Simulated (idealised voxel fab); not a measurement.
process module | voxel air gaps
cross-section cut | 220 nm wide | cells 5 nm
A cross-section is a grid of square cells, given in bands from the top down. A band is one or more rows of cells.
Each band's line starts with the height of the band's top and of its bottom, in nm. Then come its materials from left to right, each with its width in nm. One material with "throughout" fills the band from edge to edge. "air" is empty space.
Height 0 is the level under which the wafer as received is all one material. The lowest band goes on downwards, as in "0 down".
A width such as "30 to 40" changes by the same amount from each row of cells to the next, from the band's top row to its bottom row.
"no change" after a step means that no cell of the cross-section changed.
closed voids: empty space of 8 cells or more with no open way to the top, each as width x height at its distance from the left edge, in nm
after a step's settings: what the simulator itself notes on the step
overlay nm, on a step with a mask: how far to the right of its planned place the mask lay; to the left if negative
plan
1 op RECEIVE | material Si
2 op CONFORMAL_DEP | material SiO2 | thk nm 10
3 op CONFORMAL_DEP | material SiCN | thk nm 5
4 op DIRECTIONAL_DEP | material SiO2 | thk nm 30
5 op PATTERN | tone open | mask id LINES | material resist | width nm 25 | pitch nm 50 | thk nm 15 | overlay nm 0
6 op DIRECTIONAL_ETCH | etch materials SiO2 | depth nm 30
7 op STRIP | etch materials resist
8 op CONFORMAL_DEP | material TiN | thk nm 5
9 op FILL_DEP | material Ru | thk nm 5
10 op CMP | height nm 45
11 op EPI | material Ru | thk nm 10
12 op SELECTIVE_ETCH | etch materials SiO2 | depth nm 40
13 op CONFORMAL_DEP | material SiCN | thk nm 5
first wafer, as planned
as received, after step 1
  0 down: Si throughout
  closed voids: none
after step 2
  10 to 0: SiO2 throughout
  below 0: unchanged
after step 3
  15 to 10: SiCN throughout
  below 10: unchanged
after step 4
  45 to 15: SiO2 throughout
  below 15: unchanged
after step 5
  60 to 45: resist 20 | air 25 | resist 25 | air 25 | resist 25 | air 25 | resist 25 | air 25 | resist 25
  below 45: unchanged
after step 6
  60 to 45: resist 20 | air 25 | resist 25 | air 25 | resist 25 | air 25 | resist 25 | air 25 | resist 25
  45 to 15: SiO2 20 | air 25 | SiO2 25 | air 25 | SiO2 25 | air 25 | SiO2 25 | air 25 | SiO2 25
  below 15: unchanged
after step 7
  45 to 15: SiO2 20 | air 25 | SiO2 25 | air 25 | SiO2 25 | air 25 | SiO2 25 | air 25 | SiO2 25
  below 15: unchanged
after step 8
  50 to 45: TiN 25 | air 15 | TiN 35 | air 15 | TiN 35 | air 15 | TiN 35 | air 15 | TiN 30
  45 to 20: SiO2 20 | TiN 5 | air 15 | TiN 5 | SiO2 25 | TiN 5 | air 15 | TiN 5 | SiO2 25 | TiN 5 | air 15 | TiN 5 | SiO2 25 | TiN 5 | air 15 | TiN 5 | SiO2 25
  20 to 15: SiO2 20 | TiN 25 | SiO2 25 | TiN 25 | SiO2 25 | TiN 25 | SiO2 25 | TiN 25 | SiO2 25
  below 15: unchanged
after step 9
  55 to 50: Ru throughout
  50 to 45: TiN 25 | Ru 15 | TiN 35 | Ru 15 | TiN 35 | Ru 15 | TiN 35 | Ru 15 | TiN 30
  45 to 20: SiO2 20 | TiN 5 | Ru 15 | TiN 5 | SiO2 25 | TiN 5 | Ru 15 | TiN 5 | SiO2 25 | TiN 5 | Ru 15 | TiN 5 | SiO2 25 | TiN 5 | Ru 15 | TiN 5 | SiO2 25
  below 20: unchanged
after step 10
  45 to 20: SiO2 20 | TiN 5 | Ru 15 | TiN 5 | SiO2 25 | TiN 5 | Ru 15 | TiN 5 | SiO2 25 | TiN 5 | Ru 15 | TiN 5 | SiO2 25 | TiN 5 | Ru 15 | TiN 5 | SiO2 25
  below 20: unchanged
after step 11
  55 to 45: air 10 | Ru 45 | air 5 | Ru 45 | air 5 | Ru 45 | air 5 | Ru 45 | air 15
  below 45: unchanged
after step 12
  55 to 45: air 10 | Ru 45 | air 5 | Ru 45 | air 5 | Ru 45 | air 5 | Ru 45 | air 15
  45 to 20: air 20 | TiN 5 | Ru 15 | TiN 5 | air 25 | TiN 5 | Ru 15 | TiN 5 | air 25 | TiN 5 | Ru 15 | TiN 5 | air 25 | TiN 5 | Ru 15 | TiN 5 | air 25
  20 to 15: air 20 | TiN 25 | air 25 | TiN 25 | air 25 | TiN 25 | air 25 | TiN 25 | air 25
  below 15: unchanged
after step 13
  60 to 55: air 5 | SiCN 205 | air 10
  55 to 45: air 5 | SiCN 5 | Ru 45 | SiCN 5 | Ru 45 | SiCN 5 | Ru 45 | SiCN 5 | Ru 45 | SiCN 5 | air 10
  45 to 40: air 5 | SiCN 15 | TiN 5 | Ru 15 | TiN 5 | SiCN 25 | TiN 5 | Ru 15 | TiN 5 | SiCN 25 | TiN 5 | Ru 15 | TiN 5 | SiCN 25 | TiN 5 | Ru 15 | TiN 5 | SiCN 15 | air 10
  40 to 20: air 15 | SiCN 5 | TiN 5 | Ru 15 | TiN 5 | SiCN 5 | air 15 | SiCN 5 | TiN 5 | Ru 15 | TiN 5 | SiCN 5 | air 15 | SiCN 5 | TiN 5 | Ru 15 | TiN 5 | SiCN 5 | air 15 | SiCN 5 | TiN 5 | Ru 15 | TiN 5 | SiCN 5 | air 20
  20 to 15: SiCN 20 | TiN 25 | SiCN 25 | TiN 25 | SiCN 25 | TiN 25 | SiCN 25 | TiN 25 | SiCN 25
  below 15: unchanged
  closed voids: 15 x 20 at 50; 15 x 20 at 100; 15 x 20 at 150
second wafer: like start, like plan, one mistake. Through step 4 it matches the first wafer
when step 5 should have ended
  60 to 45: air 20 | resist 25 | air 25 | resist 25 | air 25 | resist 25 | air 25 | resist 25 | air 25
  below 45: unchanged
when step 6 should have ended
  60 to 45: air 20 | resist 25 | air 25 | resist 25 | air 25 | resist 25 | air 25 | resist 25 | air 25
  45 to 15: air 20 | SiO2 25 | air 25 | SiO2 25 | air 25 | SiO2 25 | air 25 | SiO2 25 | air 25
  below 15: unchanged
when step 7 should have ended
  45 to 15: air 20 | SiO2 25 | air 25 | SiO2 25 | air 25 | SiO2 25 | air 25 | SiO2 25 | air 25
  below 15: unchanged
when step 8 should have ended
  50 to 45: air 15 | TiN 35 | air 15 | TiN 35 | air 15 | TiN 35 | air 15 | TiN 35 | air 20
  45 to 20: air 15 | TiN 5 | SiO2 25 | TiN 5 | air 15 | TiN 5 | SiO2 25 | TiN 5 | air 15 | TiN 5 | SiO2 25 | TiN 5 | air 15 | TiN 5 | SiO2 25 | TiN 5 | air 20
  20 to 15: TiN 20 | SiO2 25 | TiN 25 | SiO2 25 | TiN 25 | SiO2 25 | TiN 25 | SiO2 25 | TiN 25
  below 15: unchanged
when step 9 should have ended
  55 to 50: Ru throughout
  50 to 45: Ru 15 | TiN 35 | Ru 15 | TiN 35 | Ru 15 | TiN 35 | Ru 15 | TiN 35 | Ru 20
  45 to 20: Ru 15 | TiN 5 | SiO2 25 | TiN 5 | Ru 15 | TiN 5 | SiO2 25 | TiN 5 | Ru 15 | TiN 5 | SiO2 25 | TiN 5 | Ru 15 | TiN 5 | SiO2 25 | TiN 5 | Ru 20
  below 20: unchanged
when step 10 should have ended
  45 to 20: Ru 15 | TiN 5 | SiO2 25 | TiN 5 | Ru 15 | TiN 5 | SiO2 25 | TiN 5 | Ru 15 | TiN 5 | SiO2 25 | TiN 5 | Ru 15 | TiN 5 | SiO2 25 | TiN 5 | Ru 20
  below 20: unchanged
when step 11 should have ended
  55 to 45: Ru 30 | air 5 | Ru 45 | air 5 | Ru 45 | air 5 | Ru 45 | air 5 | Ru 35
  below 45: unchanged
when step 12 should have ended
  55 to 45: Ru 30 | air 5 | Ru 45 | air 5 | Ru 45 | air 5 | Ru 45 | air 5 | Ru 35
  45 to 20: Ru 15 | TiN 5 | air 25 | TiN 5 | Ru 15 | TiN 5 | air 25 | TiN 5 | Ru 15 | TiN 5 | air 25 | TiN 5 | Ru 15 | TiN 5 | air 25 | TiN 5 | Ru 20
  20 to 15: TiN 20 | air 25 | TiN 25 | air 25 | TiN 25 | air 25 | TiN 25 | air 25 | TiN 25
  below 15: unchanged
when step 13 should have ended
  60 to 55: SiCN throughout
  55 to 45: Ru 30 | SiCN 5 | Ru 45 | SiCN 5 | Ru 45 | SiCN 5 | Ru 45 | SiCN 5 | Ru 35
  45 to 40: Ru 15 | TiN 5 | SiCN 25 | TiN 5 | Ru 15 | TiN 5 | SiCN 25 | TiN 5 | Ru 15 | TiN 5 | SiCN 25 | TiN 5 | Ru 15 | TiN 5 | SiCN 25 | TiN 5 | Ru 20
  40 to 20: Ru 15 | TiN 5 | SiCN 5 | air 15 | SiCN 5 | TiN 5 | Ru 15 | TiN 5 | SiCN 5 | air 15 | SiCN 5 | TiN 5 | Ru 15 | TiN 5 | SiCN 5 | air 15 | SiCN 5 | TiN 5 | Ru 15 | TiN 5 | SiCN 5 | air 15 | SiCN 5 | TiN 5 | Ru 20
  20 to 15: TiN 20 | SiCN 25 | TiN 25 | SiCN 25 | TiN 25 | SiCN 25 | TiN 25 | SiCN 25 | TiN 25
  below 15: unchanged
  closed voids: 15 x 20 at 25; 15 x 20 at 75; 15 x 20 at 125; 15 x 20 at 175
what went wrong: step 5 ran as: op PATTERN | tone cover | mask id LINES | material resist | width nm 25 | pitch nm 50 | thk nm 15 | overlay nm 0
at the end the second wafer has, in cells: 28 more of Ru | 4 fewer of SiCN | 4 more of TiN
closed voids at the end (first wafer, second wafer): 3, 4
